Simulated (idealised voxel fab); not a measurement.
Title: Process Module voxel fin reveal
For reference, the cross-section in this document is cut, with width 190 nm and square cells of 5 nm.
The cross-sections in this document take the form of a grid made of square cells. They are written out as bands, in order from top to bottom. Each band consists of one or more rows of cells. For a band, the entry starts with two heights in nm, that of the top and then that of the bottom, and carries on with the band's materials in order from left to right, each alongside its width in nm; the word "full width" beside a single material means it fills the band edge to edge, and "empty" means empty space. Below 0: as-received wafer, all one material; heights counted from there. Lowest band: no bottom, goes on down, written "0..down". The expression "30 to 40" gives the width at the extremes of the band, the first number at its top row of cells and the second at its bottom row, with the width changing by equal amounts from each row to the next in between. No cell of the cross-section changed in a step that is given as "no alterations made". The label "Voids, enclosed" introduces a list of the empty spaces, 8 cells or larger, that have no open way up to the top; each entry in it reads width x height at distance, where the distance is taken from the left edge and all three are stated in nm. On each step's line, the part that comes after the settings is the simulator's own comment on the step. On any step carrying a mask, the "overlay nm" setting, if present on the step's line, tells how far right of its planned place the mask lay; negative values point to the left.

Planned step list for the process:
| 1 | RECEIVE,material Si |
| 2 | CONFORMAL_DEP,material SiN,thk nm 5 |
| 3 | PATTERN,tone cover,mask id FINS,material resist,width nm 15,pitch nm 45,thk nm 20,overlay nm 0 |
| 4 | DIRECTIONAL_ETCH,etch materials SiN,depth nm 5 |
| 5 | DIRECTIONAL_ETCH,etch materials Si,depth nm 35 |
| 6 | STRIP,etch materials resist |
| 7 | OXIDIZE,depth nm 5 |
| 8 | FILL_DEP,material SiO2,thk nm 5 |
| 9 | CMP,height nm 5 |
| 10 | SELECTIVE_ETCH,etch materials SiO2,depth nm 15 |
| 11 | STRIP,etch materials SiN |
| 12 | CONFORMAL_DEP,material SiO2,thk nm 5 |

The first of a set of two wafers, run to plan:

Incoming wafer, cross-sectional view, post step 1:
  0..down: Si full width
  Voids, enclosed: none

Cross-sectional representation of the wafer at the conclusion of step 2:
  5..0: SiN full width
  Below a height of 0, the structure has not been altered.

Cross-sectional representation of the wafer at the conclusion of step 3:
  25..5: empty (20) / resist (15) / empty (30) / resist (15) / empty (30) / resist (15) / empty (30) / resist (15) / empty (20)
  Below a height of 5, the structure has not been altered.

Cross-sectional representation of the wafer at the conclusion of step 4:
  25..5: empty (20) / resist (15) / empty (30) / resist (15) / empty (30) / resist (15) / empty (30) / resist (15) / empty (20)
  5..0: empty (20) / SiN (15) / empty (30) / SiN (15) / empty (30) / SiN (15) / empty (30) / SiN (15) / empty (20)
  Below a height of 0, the structure has not been altered.

Cross-sectional representation of the wafer at the conclusion of step 5:
  25..5: empty (20) / resist (15) / empty (30) / resist (15) / empty (30) / resist (15) / empty (30) / resist (15) / empty (20)
  5..0: empty (20) / SiN (15) / empty (30) / SiN (15) / empty (30) / SiN (15) / empty (30) / SiN (15) / empty (20)
  0..-35: empty (20) / Si (15) / empty (30) / Si (15) / empty (30) / Si (15) / empty (30) / Si (15) / empty (20)
  Below a height of -35, the structure has not been altered.

Cross-sectional representation of the wafer at the conclusion of step 6:
  5..0: empty (20) / SiN (15) / empty (30) / SiN (15) / empty (30) / SiN (15) / empty (30) / SiN (15) / empty (20)
  Below a height of 0, the structure has not been altered.

Cross-sectional representation of the wafer at the conclusion of step 7:
  5..0: empty (20) / SiN (15) / empty (30) / SiN (15) / empty (30) / SiN (15) / empty (30) / SiN (15) / empty (20)
  0..-35: empty (20) / SiO2 (5) / Si (5) / SiO2 (5) / empty (30) / SiO2 (5) / Si (5) / SiO2 (5) / empty (30) / SiO2 (5) / Si (5) / SiO2 (5) / empty (30) / SiO2 (5) / Si (5) / SiO2 (5) / empty (20)
  -35..-40: SiO2 (25) / Si (5) / SiO2 (40) / Si (5) / SiO2 (40) / Si (5) / SiO2 (40) / Si (5) / SiO2 (25)
  Below a height of -40, the structure has not been altered.

Cross-sectional representation of the wafer at the conclusion of step 8:
  10..5: SiO2 full width
  5..0: SiO2 (20) / SiN (15) / SiO2 (30) / SiN (15) / SiO2 (30) / SiN (15) / SiO2 (30) / SiN (15) / SiO2 (20)
  0..-40: SiO2 (25) / Si (5) / SiO2 (40) / Si (5) / SiO2 (40) / Si (5) / SiO2 (40) / Si (5) / SiO2 (25)
  Below a height of -40, the structure has not been altered.

Cross-sectional representation of the wafer at the conclusion of step 9:
  5..0: SiO2 (20) / SiN (15) / SiO2 (30) / SiN (15) / SiO2 (30) / SiN (15) / SiO2 (30) / SiN (15) / SiO2 (20)
  Below a height of 0, the structure has not been altered.

Cross-sectional representation of the wafer at the conclusion of step 10:
  5..0: empty (20) / SiN (15) / empty (30) / SiN (15) / empty (30) / SiN (15) / empty (30) / SiN (15) / empty (20)
  0..-10: empty (25) / Si (5) / empty (40) / Si (5) / empty (40) / Si (5) / empty (40) / Si (5) / empty (25)
  Below a height of -10, the structure has not been altered.

Cross-sectional representation of the wafer at the conclusion of step 11:
  0..-10: empty (25) / Si (5) / empty (40) / Si (5) / empty (40) / Si (5) / empty (40) / Si (5) / empty (25)
  Below a height of -10, the structure has not been altered.

Cross-sectional representation of the wafer at the conclusion of step 12:
  5..0: empty (20) / SiO2 (15) / empty (30) / SiO2 (15) / empty (30) / SiO2 (15) / empty (30) / SiO2 (15) / empty (20)
  0..-5: empty (20) / SiO2 (5) / Si (5) / SiO2 (5) / empty (30) / SiO2 (5) / Si (5) / SiO2 (5) / empty (30) / SiO2 (5) / Si (5) / SiO2 (5) / empty (30) / SiO2 (5) / Si (5) / SiO2 (5) / empty (20)
  -5..-40: SiO2 (25) / Si (5) / SiO2 (40) / Si (5) / SiO2 (40) / Si (5) / SiO2 (40) / Si (5) / SiO2 (25)
  Below a height of -40, the structure has not been altered.

Now the other wafer: same start, same recipe, but we messed up one thing when running it. Up to and including step 11 it's the same as the first one:

Here is the second wafer in cross-section at the point where step 12 of the plan should have been done: no alterations made
Where did the run depart from the plan? step 12 of the plan did not run at all; it was left out
Heads up, by the end the second wafer has more or fewer cells of some materials compared to the first: SiO2 -54
